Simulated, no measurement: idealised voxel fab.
process module | voxel plated lines
cross-section cut | 160 nm wide | cells 5 nm
A cross-section is a grid of square cells, given in bands from the top down. A band is one or more rows of cells.
Each band's line starts with the height of the band's top and of its bottom, in nm. Then come its materials from left to right, each with its width in nm. One material with "throughout" fills the band from edge to edge. "air" is empty space.
Height 0 is the level under which the wafer as received is all one material. The lowest band goes on downwards, as in "0 down".
A width such as "30 to 40" changes by the same amount from each row of cells to the next, from the band's top row to its bottom row.
"no change" after a step means that no cell of the cross-section changed.
closed voids: empty space of 8 cells or more with no open way to the top, each as width x height at its distance from the left edge, in nm
after a step's settings: what the simulator itself notes on the step
overlay nm, on a step with a mask: how far to the right of its planned place the mask lay; to the left if negative
plan
1 op RECEIVE | material Si
2 op CONFORMAL_DEP | material SiO2 | thk nm 5
3 op DIRECTIONAL_DEP | material TiN | thk nm 5
4 op PATTERN | tone open | mask id LINES | material resist | width nm 15 | pitch nm 30 | thk nm 25 | overlay nm 0
5 op EPI | material Ru | thk nm 5
6 op EPI | material Ru | thk nm 5
7 op STRIP | etch materials resist
8 op DIRECTIONAL_ETCH | etch materials TiN | depth nm 5
9 op CONFORMAL_DEP | material SiO2 | thk nm 5
as received, after step 1
  0 down: Si throughout
  closed voids: none
a wafer at the end: this start, this plan, one mistake
  15 to 5: SiO2 throughout
  5 to 0: TiN throughout
  0 down: Si throughout
  closed voids: none
what went wrong: steps 2 and 3 were swapped
